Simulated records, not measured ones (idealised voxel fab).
voxel air gaps: a process module
150 nm wide, 5 nm square cells: that's cross-section cut.
A cross-section is written here as square cells arranged in a grid, and it is given in bands from the top down, each band taking up one or more rows of cells.
Per band: top height and bottom height in nm, followed by the left-to-right materials and their widths in nm; "edge to edge" marks a single material spanning edge to edge, "air" marks empty space.
Height datum 0, below which the as-received substrate wafer is one material. Lowest band open at the bottom, running downward: "0 down".
A two-number width, for instance "30->40", indicates that the width is equal to the first number in the top row of the band and to the second number in the bottom row, and that it changes by a constant amount per row of cells.
Where the words "nothing altered" appear for a step, the cross-section shows no cell changed by that step; every cell remained as before.
The entry titled "Completely sealed voids" provides the empty spaces that have no open way to the top, restricted to those of 8 cells or more. Each is presented as width x height at distance, the distance being measured from the left edge, with all three in nm.
Formally, on a step line, whatever follows the settings is a remark that the simulator itself makes on the step.
When a step includes a mask, the "overlay nm" setting on its line states how far to the right of its planned place that mask lay, and negative values state how far to the left.

# Set out below are the planned steps of the process
1. RECEIVE,material Si
2. CONFORMAL_DEP,material SiO2,thk nm 15
3. CONFORMAL_DEP,material SiN,thk nm 5
4. DIRECTIONAL_DEP,material SiO2,thk nm 35
5. MASKED_ETCH,tone open,mask id LINES,width nm 20,pitch nm 45,etch materials SiO2,depth nm 35,overlay nm 0
6. CONFORMAL_DEP,material TiN,thk nm 5
7. FILL_DEP,material Ru,thk nm 5
8. CMP,height nm 55
9. EPI,material Ru,thk nm 10
10. SELECTIVE_ETCH,etch materials SiO2,depth nm 45
11. CONFORMAL_DEP,material SiN,thk nm 5

# First of two wafers, with the run carried out as planned

# Shown in cross-section is the wafer as received, that is, as it stands after step 1
0 down  Si edge to edge
Completely sealed voids: none

# The wafer in cross-section once step 2 is complete
15 to 0  SiO2 edge to edge
Below 0, no change.

# The wafer in cross-section once step 3 is complete
20 to 15  SiN edge to edge
Below 15, no change.

# The wafer in cross-section once step 4 is complete
55 to 20  SiO2 edge to edge
Below 20, no change.

# The wafer in cross-section once step 5 is complete
55 to 20  SiO2: 20; air: 20; SiO2: 25; air: 20; SiO2: 25; air: 20; SiO2: 20
Below 20, no change.

# The wafer in cross-section once step 6 is complete
60 to 55  TiN: 25; air: 10; TiN: 35; air: 10; TiN: 35; air: 10; TiN: 25
55 to 25  SiO2: 20; TiN: 5; air: 10; TiN: 5; SiO2: 25; TiN: 5; air: 10; TiN: 5; SiO2: 25; TiN: 5; air: 10; TiN: 5; SiO2: 20
25 to 20  SiO2: 20; TiN: 20; SiO2: 25; TiN: 20; SiO2: 25; TiN: 20; SiO2: 20
Below 20, no change.

# The wafer in cross-section once step 7 is complete
65 to 60  Ru edge to edge
60 to 55  TiN: 25; Ru: 10; TiN: 35; Ru: 10; TiN: 35; Ru: 10; TiN: 25
55 to 25  SiO2: 20; TiN: 5; Ru: 10; TiN: 5; SiO2: 25; TiN: 5; Ru: 10; TiN: 5; SiO2: 25; TiN: 5; Ru: 10; TiN: 5; SiO2: 20
Below 25, no change.

# The wafer in cross-section once step 8 is complete
55 to 25  SiO2: 20; TiN: 5; Ru: 10; TiN: 5; SiO2: 25; TiN: 5; Ru: 10; TiN: 5; SiO2: 25; TiN: 5; Ru: 10; TiN: 5; SiO2: 20
Below 25, no change.

# The wafer in cross-section once step 9 is complete
65 to 55  air: 10; Ru: 40; air: 5; Ru: 40; air: 5; Ru: 40; air: 10
Below 55, no change.

# The wafer in cross-section once step 10 is complete
65 to 55  air: 10; Ru: 40; air: 5; Ru: 40; air: 5; Ru: 40; air: 10
55 to 25  air: 20; TiN: 5; Ru: 10; TiN: 5; air: 25; TiN: 5; Ru: 10; TiN: 5; air: 25; TiN: 5; Ru: 10; TiN: 5; air: 20
25 to 20  air: 20; TiN: 20; air: 25; TiN: 20; air: 25; TiN: 20; air: 20
Below 20, no change.

# The wafer in cross-section once step 11 is complete
70 to 65  air: 5; SiN: 140; air: 5
65 to 55  air: 5; SiN: 5; Ru: 40; SiN: 5; Ru: 40; SiN: 5; Ru: 40; SiN: 5; air: 5
55 to 50  air: 5; SiN: 15; TiN: 5; Ru: 10; TiN: 5; SiN: 25; TiN: 5; Ru: 10; TiN: 5; SiN: 25; TiN: 5; Ru: 10; TiN: 5; SiN: 15; air: 5
50 to 25  air: 15; SiN: 5; TiN: 5; Ru: 10; TiN: 5; SiN: 5; air: 15; SiN: 5; TiN: 5; Ru: 10; TiN: 5; SiN: 5; air: 15; SiN: 5; TiN: 5; Ru: 10; TiN: 5; SiN: 5; air: 15
25 to 20  SiN: 20; TiN: 20; SiN: 25; TiN: 20; SiN: 25; TiN: 20; SiN: 20
Below 20, no change.
Completely sealed voids: 15 x 25 at 45; 15 x 25 at 90

# Wafer two. Same start, same plan, one slip in execution. Same as wafer one through step 3, inclusive

# Look at the second wafer in cross-section at the time step 4 ought to have finished
55 to 20  TiN edge to edge
Below 20, no change.

Look at the second wafer in cross-section at the time step 5 ought to have finished: nothing altered

# Look at the second wafer in cross-section at the time step 6 ought to have finished
60 to 20  TiN edge to edge
Below 20, no change.

# Look at the second wafer in cross-section at the time step 7 ought to have finished
65 to 60  Ru edge to edge
Below 60, no change.

# Look at the second wafer in cross-section at the time step 8 ought to have finished
55 to 20  TiN edge to edge
Below 20, no change.

# Look at the second wafer in cross-section at the time step 9 ought to have finished
65 to 55  Ru edge to edge
Below 55, no change.

Look at the second wafer in cross-section at the time step 10 ought to have finished: nothing altered

# Look at the second wafer in cross-section at the time step 11 ought to have finished
70 to 65  SiN edge to edge
Below 65, no change.
In executing the process, a mistake was made relative to the plan: planned and actual differ for step 4; actual: DIRECTIONAL_DEP,material TiN,thk nm 35
The final cell counts differ between the wafers, with the second having more or fewer of some materials than the first: Ru -24, SiN -70, TiN +162
At the end, the first wafer has 2 closed voids and the second wafer has 0.
